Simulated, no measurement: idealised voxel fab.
process module | voxel plated lines
cross-section cut | 220 nm wide | cells 5 nm
A cross-section is a grid of square cells, given in bands from the top down. A band is one or more rows of cells.
Each band's line starts with the height of the band's top and of its bottom, in nm. Then come its materials from left to right, each with its width in nm. One material with "throughout" fills the band from edge to edge. "air" is empty space.
Height 0 is the level under which the wafer as received is all one material. The lowest band goes on downwards, as in "0 down".
A width such as "30 to 40" changes by the same amount from each row of cells to the next, from the band's top row to its bottom row.
"no change" after a step means that no cell of the cross-section changed.
closed voids: empty space of 8 cells or more with no open way to the top, each as width x height at its distance from the left edge, in nm
after a step's settings: what the simulator itself notes on the step
overlay nm, on a step with a mask: how far to the right of its planned place the mask lay; to the left if negative
plan
1 op RECEIVE | material Si
2 op CONFORMAL_DEP | material SiN | thk nm 15
3 op DIRECTIONAL_DEP | material TiN | thk nm 5
4 op PATTERN | tone open | mask id LINES | material resist | width nm 15 | pitch nm 35 | thk nm 25 | overlay nm 0
5 op EPI | material Ru | thk nm 10
6 op EPI | material Ru | thk nm 10
7 op STRIP | etch materials resist
8 op DIRECTIONAL_ETCH | etch materials TiN | depth nm 5
9 op CONFORMAL_DEP | material SiCN | thk nm 10
as received, after step 1
  0 down: Si throughout
  closed voids: none
first wafer at the end, as planned
  50 to 40: air 75 | SiCN 70 | air 75
  40 to 25: air 75 | SiCN 10 | Ru 15 | SiCN 20 | Ru 15 | SiCN 10 | air 75
  25 to 20: SiCN 85 | Ru 15 | SiCN 20 | Ru 15 | SiCN 85
  20 to 15: SiCN 85 | TiN 15 | SiCN 20 | TiN 15 | SiCN 85
  15 to 0: SiN throughout
  0 down: Si throughout
  closed voids: none
second wafer at the end: like start, like plan, one mistake
  45 to 35: air 75 | SiCN 70 | air 75
  35 to 20: air 75 | SiCN 10 | Ru 15 | SiCN 20 | Ru 15 | SiCN 10 | air 75
  20 to 15: SiCN 85 | Ru 15 | SiCN 20 | Ru 15 | SiCN 85
  15 to 10: SiCN 85 | TiN 15 | SiCN 20 | TiN 15 | SiCN 85
  10 to 0: SiN throughout
  0 down: Si throughout
  closed voids: none
what went wrong: step 2 ran as: op CONFORMAL_DEP | material SiN | thk nm 10
at the end the second wafer has, in cells: 44 fewer of SiN
